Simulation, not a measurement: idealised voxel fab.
Proc. module: voxel released beams
It is cross-section cut that appears here, measuring 175 nm in width, its square cells being 5 nm in size.
Cross-section spec: square-cell grid; bands listed top down; each band is one or more rows. Read a band's entry like this: the first values are the height of its top and the height of its bottom in nm, and what follows is the sequence of materials from left to right, each with its width in nm. Note that "air" is empty space, and that a single material marked "everywhere" reaches across the band from edge to edge. Height is counted from the level 0, under which the received wafer is composed throughout of one material. The lowest of the bands is not closed at the bottom but continues downward, in the notation "z 0 and below". Graded width ("30->40"): value in top row of band = first number; value in bottom row = second number; row-to-row change constant. Reading "remained unchanged" for a step: not a cell of the cross-section changed in it. Closed-off voids of 8+ cells (no open route to the top) go in "Enclosed void list", written width x height at distance from the left edge, in nm. after a step's settings: what the simulator itself notes on the step. Steps that use a mask can have "overlay nm" on their line. It says how far the mask sat to the right of where it was meant to be. Negative means to the left. Read each pair as before and after one process step. The after cross-section shows only down to the lowest band that changed. The step between them and its settings are given below the pair. Pairs can come from different runs of this module on the same starting wafer. A pair continues from the pair above only where its "Before step" entry says so.

**Before step**
z 0 and below: Si everywhere
Enclosed void list: none

**Resultant Cross-Section**
z 10 to 0: SiN everywhere
Whatever lies below 0 is exactly as it was before.
Enclosed void list: none
Which operation links the two cross-sections above? CONFORMAL_DEP | material SiN | thk nm 10

Before step: For the state before this step, see the after cross-section of the pair located directly above.

**Resultant Cross-Section**
z 20 to 10: SiO2 everywhere
Whatever lies below 10 is exactly as it was before.
Enclosed void list: none
Which operation links the two cross-sections above? DIRECTIONAL_DEP | material SiO2 | thk nm 10

Before step: For the state before this step, see the after cross-section of the pair located directly above.

**Resultant Cross-Section**
z 20 to 10: 55 of SiO2, then 25 of air, then 95 of SiO2
Whatever lies below 10 is exactly as it was before.
Enclosed void list: none
Which operation links the two cross-sections above? MASKED_ETCH | tone open | mask id ANCHOR | width nm 25 | etch materials SiO2 | depth nm 10 | overlay nm 0

Before step: For the state before this step, see the after cross-section of the pair located directly above.

**Resultant Cross-Section**
z 30 to 20: 65 of W, then 5 of air, then 105 of W
z 20 to 10: 55 of SiO2, then 25 of W, then 95 of SiO2
Whatever lies below 10 is exactly as it was before.
Enclosed void list: none
Which operation links the two cross-sections above? CONFORMAL_DEP | material W | thk nm 10

Before step: For the state before this step, see the after cross-section of the pair located directly above.

**Resultant Cross-Section**
z 45 to 30: 50 of air, then 70 of resist, then 55 of air
z 30 to 20: 65 of W, then 5 of resist, then 105 of W
Whatever lies below 20 is exactly as it was before.
Enclosed void list: none
Which operation links the two cross-sections above? PATTERN | tone cover | mask id BEAM | material resist | width nm 70 | thk nm 15 | overlay nm 0

Before step: For the state before this step, see the after cross-section of the pair located directly above.

**Resultant Cross-Section**
z 45 to 30: 50 of air, then 70 of resist, then 55 of air
z 30 to 20: 50 of air, then 15 of W, then 5 of resist, then 50 of W, then 55 of air
Whatever lies below 20 is exactly as it was before.
Enclosed void list: none
Which operation links the two cross-sections above? DIRECTIONAL_ETCH | etch materials W | depth nm 10

Before step: For the state before this step, see the after cross-section of the pair located directly above.

**Resultant Cross-Section**
z 30 to 20: 50 of air, then 15 of W, then 5 of air, then 50 of W, then 55 of air
Whatever lies below 20 is exactly as it was before.
Enclosed void list: none
Which operation links the two cross-sections above? STRIP | etch materials resist

Before step: For the state before this step, see the after cross-section of the pair located directly above.

**Resultant Cross-Section**
z 30 to 20: 50 of air, then 15 of W, then 5 of air, then 50 of W, then 55 of air
z 20 to 10: 55 of air, then 25 of W, then 95 of air
Whatever lies below 10 is exactly as it was before.
Enclosed void list: none
Which operation links the two cross-sections above? STRIP | etch materials SiO2

**Before step**
z 0 and below: Si everywhere
Enclosed void list: none

**Resultant Cross-Section**
z 10 to 0: SiO2 everywhere
Whatever lies below 0 is exactly as it was before.
Enclosed void list: none
Which operation links the two cross-sections above? DIRECTIONAL_DEP | material SiO2 | thk nm 10

Before step: For the state before this step, see the after cross-section of the pair located directly above.

**Resultant Cross-Section**
z 10 to 0: 55 of SiO2, then 25 of air, then 95 of SiO2
Whatever lies below 0 is exactly as it was before.
Enclosed void list: none
Which operation links the two cross-sections above? MASKED_ETCH | tone open | mask id ANCHOR | width nm 25 | etch materials SiO2 | depth nm 10 | overlay nm 0

Before step: For the state before this step, see the after cross-section of the pair located directly above.

**Resultant Cross-Section**
z 20 to 10: 65 of W, then 5 of air, then 105 of W
z 10 to 0: 55 of SiO2, then 25 of W, then 95 of SiO2
Whatever lies below 0 is exactly as it was before.
Enclosed void list: none
Which operation links the two cross-sections above? CONFORMAL_DEP | material W | thk nm 10

Before step: For the state before this step, see the after cross-section of the pair located directly above.

**Resultant Cross-Section**
z 35 to 20: 50 of air, then 70 of resist, then 55 of air
z 20 to 10: 65 of W, then 5 of resist, then 105 of W
Whatever lies below 10 is exactly as it was before.
Enclosed void list: none
Which operation links the two cross-sections above? PATTERN | tone cover | mask id BEAM | material resist | width nm 70 | thk nm 15 | overlay nm 0

Before step: For the state before this step, see the after cross-section of the pair located directly above.

**Resultant Cross-Section**
z 35 to 20: 50 of air, then 70 of resist, then 55 of air
z 20 to 10: 50 of air, then 15 of W, then 5 of resist, then 50 of W, then 55 of air
Whatever lies below 10 is exactly as it was before.
Enclosed void list: none
Which operation links the two cross-sections above? DIRECTIONAL_ETCH | etch materials W | depth nm 10

Before step: For the state before this step, see the after cross-section of the pair located directly above.

**Resultant Cross-Section**
z 20 to 10: 50 of air, then 15 of W, then 5 of air, then 50 of W, then 55 of air
Whatever lies below 10 is exactly as it was before.
Enclosed void list: none
Which operation links the two cross-sections above? STRIP | etch materials resist

Before step: For the state before this step, see the after cross-section of the pair located directly above.

**Resultant Cross-Section**
z 20 to 10: 50 of air, then 15 of W, then 5 of air, then 50 of W, then 55 of air
z 10 to 0: 55 of air, then 25 of W, then 95 of air
Whatever lies below 0 is exactly as it was before.
Enclosed void list: none
Which operation links the two cross-sections above? STRIP | etch materials SiO2

**Before step**
z 10 to 0: SiO2 everywhere
z 0 and below: Si everywhere
Enclosed void list: none

**Resultant Cross-Section**
z 20 to 10: SiN everywhere
Whatever lies below 10 is exactly as it was before.
Enclosed void list: none
Which operation links the two cross-sections above? CONFORMAL_DEP | material SiN | thk nm 10

Before step: For the state before this step, see the after cross-section of the pair located directly above.

**Resultant Cross-Section**
z 30 to 20: W everywhere
Whatever lies below 20 is exactly as it was before.
Enclosed void list: none
Which operation links the two cross-sections above? CONFORMAL_DEP | material W | thk nm 10

Before step: For the state before this step, see the after cross-section of the pair located directly above.

**Resultant Cross-Section**
z 45 to 30: 50 of air, then 70 of resist, then 55 of air
Whatever lies below 30 is exactly as it was before.
Enclosed void list: none
Which operation links the two cross-sections above? PATTERN | tone cover | mask id BEAM | material resist | width nm 70 | thk nm 15 | overlay nm 0

Before step: For the state before this step, see the after cross-section of the pair located directly above.

**Resultant Cross-Section**
z 45 to 30: 50 of air, then 70 of resist, then 55 of air
z 30 to 20: 50 of air, then 70 of W, then 55 of air
Whatever lies below 20 is exactly as it was before.
Enclosed void list: none
Which operation links the two cross-sections above? DIRECTIONAL_ETCH | etch materials W | depth nm 10

Before step: For the state before this step, see the after cross-section of the pair located directly above.

**Resultant Cross-Section**
z 30 to 20: 50 of air, then 70 of W, then 55 of air
Whatever lies below 20 is exactly as it was before.
Enclosed void list: none
Which operation links the two cross-sections above? STRIP | etch materials resist

**Before step**
z 10 to 0: SiN everywhere
z 0 and below: Si everywhere
Enclosed void list: none

**Resultant Cross-Section**
z 15 to 10: SiO2 everywhere
Whatever lies below 10 is exactly as it was before.
Enclosed void list: none
Which operation links the two cross-sections above? DIRECTIONAL_DEP | material SiO2 | thk nm 5

Before step: For the state before this step, see the after cross-section of the pair located directly above.

**Resultant Cross-Section**
z 15 to 10: 55 of SiO2, then 25 of air, then 95 of SiO2
Whatever lies below 10 is exactly as it was before.
Enclosed void list: none
Which operation links the two cross-sections above? MASKED_ETCH | tone open | mask id ANCHOR | width nm 25 | etch materials SiO2 | depth nm 10 | overlay nm 0

Before step: For the state before this step, see the after cross-section of the pair located directly above.

**Resultant Cross-Section**
z 25 to 20: 65 of W, then 5 of air, then 105 of W
z 20 to 15: W everywhere
z 15 to 10: 55 of SiO2, then 25 of W, then 95 of SiO2
Whatever lies below 10 is exactly as it was before.
Enclosed void list: none
Which operation links the two cross-sections above? CONFORMAL_DEP | material W | thk nm 10

Before step: For the state before this step, see the after cross-section of the pair located directly above.

**Resultant Cross-Section**
z 40 to 25: 50 of air, then 70 of resist, then 55 of air
z 25 to 20: 65 of W, then 5 of resist, then 105 of W
Whatever lies below 20 is exactly as it was before.
Enclosed void list: none
Which operation links the two cross-sections above? PATTERN | tone cover | mask id BEAM | material resist | width nm 70 | thk nm 15 | overlay nm 0

Before step: For the state before this step, see the after cross-section of the pair located directly above.

**Resultant Cross-Section**
z 40 to 25: 50 of air, then 70 of resist, then 55 of air
z 25 to 20: 50 of air, then 15 of W, then 5 of resist, then 50 of W, then 55 of air
z 20 to 15: 50 of air, then 70 of W, then 55 of air
Whatever lies below 15 is exactly as it was before.
Enclosed void list: none
Which operation links the two cross-sections above? DIRECTIONAL_ETCH | etch materials W | depth nm 10

Before step: For the state before this step, see the after cross-section of the pair located directly above.

**Resultant Cross-Section**
z 25 to 20: 50 of air, then 15 of W, then 5 of air, then 50 of W, then 55 of air
Whatever lies below 20 is exactly as it was before.
Enclosed void list: none
Which operation links the two cross-sections above? STRIP | etch materials resist

Before step: For the state before this step, see the after cross-section of the pair located directly above.

**Resultant Cross-Section**
z 25 to 20: 50 of air, then 15 of W, then 5 of air, then 50 of W, then 55 of air
z 20 to 10: 50->55 of air, then 70->25 of W, then 55->95 of air
Whatever lies below 10 is exactly as it was before.
Enclosed void list: none
Which operation links the two cross-sections above? STRIP | etch materials SiO2

**Before step**
z 20 to 10: SiO2 everywhere
z 10 to 0: SiN everywhere
z 0 and below: Si everywhere
Enclosed void list: none

**Resultant Cross-Section**
z 20 to 10: 50 of SiO2, then 35 of air, then 90 of SiO2
Whatever lies below 10 is exactly as it was before.
Enclosed void list: none
Which operation links the two cross-sections above? MASKED_ETCH | tone open | mask id ANCHOR | width nm 35 | etch materials SiO2 | depth nm 10 | overlay nm 0

Before step: For the state before this step, see the after cross-section of the pair located directly above.

**Resultant Cross-Section**
z 30 to 20: 60 of W, then 15 of air, then 100 of W
z 20 to 10: 50 of SiO2, then 35 of W, then 90 of SiO2
Whatever lies below 10 is exactly as it was before.
Enclosed void list: none
Which operation links the two cross-sections above? CONFORMAL_DEP | material W | thk nm 10

Before step: For the state before this step, see the after cross-section of the pair located directly above.

**Resultant Cross-Section**
z 45 to 30: 50 of air, then 70 of resist, then 55 of air
z 30 to 20: 60 of W, then 15 of resist, then 100 of W
Whatever lies below 20 is exactly as it was before.
Enclosed void list: none
Which operation links the two cross-sections above? PATTERN | tone cover | mask id BEAM | material resist | width nm 70 | thk nm 15 | overlay nm 0

Before step: For the state before this step, see the after cross-section of the pair located directly above.

**Resultant Cross-Section**
z 45 to 30: 50 of air, then 70 of resist, then 55 of air
z 30 to 20: 50 of air, then 10 of W, then 15 of resist, then 45 of W, then 55 of air
Whatever lies below 20 is exactly as it was before.
Enclosed void list: none
Which operation links the two cross-sections above? DIRECTIONAL_ETCH | etch materials W | depth nm 10

Before step: For the state before this step, see the after cross-section of the pair located directly above.

**Resultant Cross-Section**
z 30 to 20: 50 of air, then 10 of W, then 15 of air, then 45 of W, then 55 of air
Whatever lies below 20 is exactly as it was before.
Enclosed void list: none
Which operation links the two cross-sections above? STRIP | etch materials resist

Before step: For the state before this step, see the after cross-section of the pair located directly above.

**Resultant Cross-Section**
z 30 to 20: 50 of air, then 10 of W, then 15 of air, then 45 of W, then 55 of air
z 20 to 10: 50 of air, then 35 of W, then 90 of air
Whatever lies below 10 is exactly as it was before.
Enclosed void list: none
Which operation links the two cross-sections above? STRIP | etch materials SiO2

**Before step**
z 20 to 10: SiO2 everywhere
z 10 to 0: SiN everywhere
z 0 and below: Si everywhere
Enclosed void list: none

**Resultant Cross-Section**
z 20 to 10: 60 of SiO2, then 25 of air, then 90 of SiO2
Whatever lies below 10 is exactly as it was before.
Enclosed void list: none
Which operation links the two cross-sections above? MASKED_ETCH | tone open | mask id ANCHOR | width nm 25 | etch materials SiO2 | depth nm 10 | overlay nm 5

Before step: For the state before this step, see the after cross-section of the pair located directly above.

**Resultant Cross-Section**
z 30 to 20: 70 of W, then 5 of air, then 100 of W
z 20 to 10: 60 of SiO2, then 25 of W, then 90 of SiO2
Whatever lies below 10 is exactly as it was before.
Enclosed void list: none
Which operation links the two cross-sections above? CONFORMAL_DEP | material W | thk nm 10

Before step: For the state before this step, see the after cross-section of the pair located directly above.

**Resultant Cross-Section**
z 45 to 30: 50 of air, then 70 of resist, then 55 of air
z 30 to 20: 70 of W, then 5 of resist, then 100 of W
Whatever lies below 20 is exactly as it was before.
Enclosed void list: none
Which operation links the two cross-sections above? PATTERN | tone cover | mask id BEAM | material resist | width nm 70 | thk nm 15 | overlay nm 0

Before step: For the state before this step, see the after cross-section of the pair located directly above.

**Resultant Cross-Section**
z 45 to 30: 50 of air, then 70 of resist, then 55 of air
z 30 to 20: 50 of air, then 20 of W, then 5 of resist, then 45 of W, then 55 of air
Whatever lies below 20 is exactly as it was before.
Enclosed void list: none
Which operation links the two cross-sections above? DIRECTIONAL_ETCH | etch materials W | depth nm 10

Before step: For the state before this step, see the after cross-section of the pair located directly above.

**Resultant Cross-Section**
z 30 to 20: 50 of air, then 20 of W, then 5 of air, then 45 of W, then 55 of air
Whatever lies below 20 is exactly as it was before.
Enclosed void list: none
Which operation links the two cross-sections above? STRIP | etch materials resist

Before step: For the state before this step, see the after cross-section of the pair located directly above.

**Resultant Cross-Section**
z 30 to 20: 50 of air, then 20 of W, then 5 of air, then 45 of W, then 55 of air
z 20 to 10: 60 of air, then 25 of W, then 90 of air
Whatever lies below 10 is exactly as it was before.
Enclosed void list: none
Which operation links the two cross-sections above? STRIP | etch materials SiO2

**Before step**
z 10 to 0: SiN everywhere
z 0 and below: Si everywhere
Enclosed void list: none

**Resultant Cross-Section**
z 20 to 0: SiN everywhere
Whatever lies below 0 is exactly as it was before.
Enclosed void list: none
Which operation links the two cross-sections above? DIRECTIONAL_DEP | material SiN | thk nm 10

Before step: For the state before this step, see the after cross-section of the pair located directly above.

**Resultant Cross-Section**
z 30 to 20: W everywhere
Whatever lies below 20 is exactly as it was before.
Enclosed void list: none
Which operation links the two cross-sections above? CONFORMAL_DEP | material W | thk nm 10

Before step: For the state before this step, see the after cross-section of the pair located directly above.

**Resultant Cross-Section**
z 45 to 30: 50 of air, then 70 of resist, then 55 of air
Whatever lies below 30 is exactly as it was before.
Enclosed void list: none
Which operation links the two cross-sections above? PATTERN | tone cover | mask id BEAM | material resist | width nm 70 | thk nm 15 | overlay nm 0

Before step: For the state before this step, see the after cross-section of the pair located directly above.

**Resultant Cross-Section**
z 45 to 30: 50 of air, then 70 of resist, then 55 of air
z 30 to 20: 50 of air, then 70 of W, then 55 of air
Whatever lies below 20 is exactly as it was before.
Enclosed void list: none
Which operation links the two cross-sections above? DIRECTIONAL_ETCH | etch materials W | depth nm 10

Before step: For the state before this step, see the after cross-section of the pair located directly above.

**Resultant Cross-Section**
z 30 to 20: 50 of air, then 70 of W, then 55 of air
Whatever lies below 20 is exactly as it was before.
Enclosed void list: none
Which operation links the two cross-sections above? STRIP | etch materials resist

**Before step**
z 20 to 10: SiO2 everywhere
z 10 to 0: SiN everywhere
z 0 and below: Si everywhere
Enclosed void list: none

**Resultant Cross-Section**
z 20 to 10: 55 of air, then 25 of SiO2, then 95 of air
Whatever lies below 10 is exactly as it was before.
Enclosed void list: none
Which operation links the two cross-sections above? MASKED_ETCH | tone cover | mask id ANCHOR | width nm 25 | etch materials SiO2 | depth nm 10 | overlay nm 0

Before step: For the state before this step, see the after cross-section of the pair located directly above.

**Resultant Cross-Section**
z 30 to 20: 45 of air, then 45 of W, then 85 of air
z 20 to 10: 55 of W, then 25 of SiO2, then 95 of W
Whatever lies below 10 is exactly as it was before.
Enclosed void list: none
Which operation links the two cross-sections above? CONFORMAL_DEP | material W | thk nm 10

Before step: For the state before this step, see the after cross-section of the pair located directly above.

**Resultant Cross-Section**
z 45 to 30: 50 of air, then 70 of resist, then 55 of air
z 30 to 20: 45 of air, then 45 of W, then 30 of resist, then 55 of air
Whatever lies below 20 is exactly as it was before.
Enclosed void list: none
Which operation links the two cross-sections above? PATTERN | tone cover | mask id BEAM | material resist | width nm 70 | thk nm 15 | overlay nm 0

Before step: For the state before this step, see the after cross-section of the pair located directly above.

**Resultant Cross-Section**
z 45 to 30: 50 of air, then 70 of resist, then 55 of air
z 30 to 20: 50 of air, then 40 of W, then 30 of resist, then 55 of air
z 20 to 10: 45 of air, then 10 of W, then 25 of SiO2, then 40 of W, then 55 of air
Whatever lies below 10 is exactly as it was before.
Enclosed void list: none
Which operation links the two cross-sections above? DIRECTIONAL_ETCH | etch materials W | depth nm 10

Before step: For the state before this step, see the after cross-section of the pair located directly above.

**Resultant Cross-Section**
z 30 to 20: 50 of air, then 40 of W, then 85 of air
Whatever lies below 20 is exactly as it was before.
Enclosed void list: none
Which operation links the two cross-sections above? STRIP | etch materials resist
